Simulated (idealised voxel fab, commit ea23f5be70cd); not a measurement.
Process module in this document: voxel fin reveal
Section shown: cut. Width: 230 nm. Cell size: 5 nm, square.
A cross-section in this document is a grid of square cells, and it is written down as bands, the top band listed before the ones below it; a band is made up of one or more rows of cells.
Within each band entry, the heights of the top and of the bottom of the band appear first, in that order and in nm; the materials of the band then follow from left to right, each with its corresponding width in nm. The designation "all across" on a single material indicates that it fills the band from edge to edge; the designation "blank" indicates empty space.
Counting heights begins at 0, where everything beneath is, in the wafer as received, one material. The lowest band has no bottom; it goes on downwards, as "0 and below" shows.
Think of "30->40" as a width that walks from the first number to the second as you go down the band, top row to bottom row, taking equal-sized steps from row to row.
"left unchanged" -> step changed no cross-section cell.
"Enclosed void catalog" contains a list of empty spaces, each no smaller than 8 cells and without an open way to the top, written in the form width x height at distance with the distance from the left edge and all three in nm.
Step line, after settings: the simulator's comment on this step.
overlay nm, on a step with a mask: how far to the right of its planned place the mask lay; to the left if negative

Set out below are the planned steps of the process:
1 RECEIVE [material Si]
2 CONFORMAL_DEP [material SiN] [thk nm 10]
3 MASKED_ETCH [tone cover] [mask id FINS] [width nm 15] [pitch nm 45] [etch materials SiN] [depth nm 10] [overlay nm 0]
4 MASKED_ETCH [tone cover] [mask id FINS] [width nm 15] [pitch nm 45] [etch materials Si] [depth nm 35] [overlay nm 0]
5 OXIDIZE [depth nm 5]
6 FILL_DEP [material SiO2] [thk nm 15]
7 CMP [height nm 10]
8 SELECTIVE_ETCH [etch materials SiO2] [depth nm 25]
9 STRIP [etch materials SiN]
10 CONFORMAL_DEP [material SiO2] [thk nm 5]

Delivered wafer in cross-section: state after step 1:
  0 and below: Si all across
  Enclosed void catalog: none

Same starting wafer, same plan as above, one mistake in the execution; this is the cross-section at the end of the module:
  5 down to 0: 85 of blank  15 of SiO2  30 of blank  15 of SiO2  85 of blank
  0 down to -10: 85 of blank  5 of SiO2  5 of Si  5 of SiO2  30 of blank  5 of SiO2  5 of Si  5 of SiO2  85 of blank
  -10 down to -45: 90 of SiO2  5 of Si  40 of SiO2  5 of Si  90 of SiO2
  -45 and below: Si all across
  Enclosed void catalog: none
The plan and the run diverged here: step 4 deviated from plan and actually ran as MASKED_ETCH [tone cover] [mask id FINS] [width nm 15] [pitch nm 45] [etch materials Si] [depth nm 40] [overlay nm 0]
